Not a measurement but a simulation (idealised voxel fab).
Process module, titled voxel lift off
Shown is cross-section cut, with a width of 160 nm and square cells of size 5 nm.
In what follows, cross-sections appear as grids of square cells, described through bands that run from the top down, where every band is one or more rows of cells. In this notation a band is specified by the heights of its top and bottom, in that order and in nm, after which its materials appear from left to right, each paired with its width in nm. The word "everywhere" attached to a single material means that material fills the band from edge to edge; the word "air" stands for empty space. Counting heights begins at 0, where everything beneath is, in the wafer as received, one material. The lowest band has no bottom; it goes on downwards, as "0 nm and below" shows. A two-number width, for instance "30 to 40", indicates that the width is equal to the first number in the top row of the band and to the second number in the bottom row, and that it changes by a constant amount per row of cells. "nothing different" means the step left every cell of the cross-section as it was. In "Closed void entries" the enclosed voids are listed, meaning empty spaces of 8 cells or larger without any opening to the top. The form is width x height at distance, distance from the left edge, units nm. Where a step's line continues beyond its settings, the continuation is a remark by the simulator itself on that step. "overlay nm", when on a step's line for a step with a mask, measures how far to the right of its planned place the mask lay; a negative measure means to the left.

Steps in the process plan:
1: RECEIVE | material Si
2: CONFORMAL_DEP | material SiO2 | thk nm 5
3: PATTERN | tone open | mask id LINES | material resist | width nm 15 | pitch nm 30 | thk nm 20 | overlay nm 0
4: DIRECTIONAL_DEP | material Ru | thk nm 10
5: STRIP | etch materials resist
6: CONFORMAL_DEP | material SiO2 | thk nm 10

The first of the two wafers, which ran as planned:

Received-state cross-section, reflecting completion of step 1:
  0 nm and below: Si everywhere
  Closed void entries: none

So this is the wafer cross-section right after step 2:
  5 nm to 0 nm: SiO2 everywhere
  All layers under 0 are left as they were.

So this is the wafer cross-section right after step 3:
  25 nm to 5 nm: 55 of resist, then 15 of air, then 15 of resist, then 15 of air, then 60 of resist
  All layers under 5 are left as they were.

So this is the wafer cross-section right after step 4:
  35 nm to 25 nm: 55 of Ru, then 15 of air, then 15 of Ru, then 15 of air, then 60 of Ru
  25 nm to 15 nm: 55 of resist, then 15 of air, then 15 of resist, then 15 of air, then 60 of resist
  15 nm to 5 nm: 55 of resist, then 15 of Ru, then 15 of resist, then 15 of Ru, then 60 of resist
  All layers under 5 are left as they were.

So this is the wafer cross-section right after step 5:
  15 nm to 5 nm: 55 of air, then 15 of Ru, then 15 of air, then 15 of Ru, then 60 of air
  All layers under 5 are left as they were.

So this is the wafer cross-section right after step 6:
  25 nm to 15 nm: 45 of air, then 65 of SiO2, then 50 of air
  15 nm to 5 nm: 55 of SiO2, then 15 of Ru, then 15 of SiO2, then 15 of Ru, then 60 of SiO2
  All layers under 5 are left as they were.

The second wafer was prepared from the same starting point and under the same plan as the first; its processing contained one mistake, and it remains indistinguishable from the first wafer up to and including step 1:

Second wafer at the planned finish of step 2, seen in cross-section: nothing different

Second wafer at the planned finish of step 3, seen in cross-section:
  20 nm to 0 nm: 55 of resist, then 15 of air, then 15 of resist, then 15 of air, then 60 of resist
  All layers under 0 are left as they were.

Second wafer at the planned finish of step 4, seen in cross-section:
  30 nm to 20 nm: 55 of Ru, then 15 of air, then 15 of Ru, then 15 of air, then 60 of Ru
  20 nm to 10 nm: 55 of resist, then 15 of air, then 15 of resist, then 15 of air, then 60 of resist
  10 nm to 0 nm: 55 of resist, then 15 of Ru, then 15 of resist, then 15 of Ru, then 60 of resist
  All layers under 0 are left as they were.

Second wafer at the planned finish of step 5, seen in cross-section:
  10 nm to 0 nm: 55 of air, then 15 of Ru, then 15 of air, then 15 of Ru, then 60 of air
  All layers under 0 are left as they were.

Second wafer at the planned finish of step 6, seen in cross-section:
  20 nm to 10 nm: 45 of air, then 65 of SiO2, then 50 of air
  10 nm to 0 nm: 55 of SiO2, then 15 of Ru, then 15 of SiO2, then 15 of Ru, then 60 of SiO2
  All layers under 0 are left as they were.
What was the processing mistake? plan step 2 skipped
FYI, end of process, the second wafer has more or fewer cells of some materials than the first: 32 fewer of SiO2
